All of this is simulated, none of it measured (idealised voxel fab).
The name of this process module is voxel released beams.
Cross-section cut spans 140 nm and uses square cells 5 nm in size.
When this document writes out a cross-section, it uses a grid of square cells and lists it as bands, beginning at the top and moving down, with a band standing for one or more rows of cells.
Basically the band line says how high the top is and how high the bottom is, in nm, and then what's in it from left to right, every material with its width in nm. Empty space shows up as "empty", and if a single material carries "throughout" it runs the full band edge to edge.
Heads up on the height convention: 0 is the point under which the incoming wafer is all one material, and the lowest band has no bottom, it just keeps going down, like "0 nm and below".
A width given as "30->40" starts at the first number in the band's top row and ends at the second number in its bottom row, shifting by an equal amount at every step from row to row.
"nothing different" (step): cross-section cells unchanged, all of them.
Closed empty spaces (no open way to the top) of 8 cells or more are what "Cavities, closed" lists, each as width x height at distance from the left edge, nm for all three.
On a step's line, text after the settings is the simulator commenting on that step.
overlay nm: step with mask; distance mask lay right of planned place; negative value = left of planned place.

This section lists the process steps that were planned
| 1 | RECEIVE [material Si] |
| 2 | CONFORMAL_DEP [material Al2O3] [thk nm 10] |
| 3 | DIRECTIONAL_DEP [material SiO2] [thk nm 15] |
| 4 | MASKED_ETCH [tone open] [mask id ANCHOR] [width nm 15] [etch materials SiO2] [depth nm 15] [overlay nm 0] |
| 5 | CONFORMAL_DEP [material W] [thk nm 10] |
| 6 | MASKED_ETCH [tone cover] [mask id BEAM] [width nm 70] [etch materials W] [depth nm 10] [overlay nm 0] |
| 7 | STRIP [etch materials SiO2] |
Where the wafers of this document differ is in the width nm of step 4; they start out the same, and the plan states the value that applied to the first wafer.

Cross-section: the first of several wafers in its as-received state, i.e. following step 1
    0 nm and below: Si throughout
    Cavities, closed: none

What follows is a table in which each wafer occupies a row; for the wafer as it stands at the close of the module, the row states, material by material, how many cells have been gained (+) or lost (-) since receipt, and then gives its closed voids
width nm 15 | +56 Al2O3 | +37 W | Cavities, closed: none
width nm 20 | +56 Al2O3 | +40 W | Cavities, closed: none
width nm 25 | +56 Al2O3 | +40 W | Cavities, closed: none
width nm 30 | +56 Al2O3 | +40 W | Cavities, closed: none
width nm 35 | +56 Al2O3 | +40 W | Cavities, closed: none
width nm 40 | +56 Al2O3 | +40 W | Cavities, closed: none
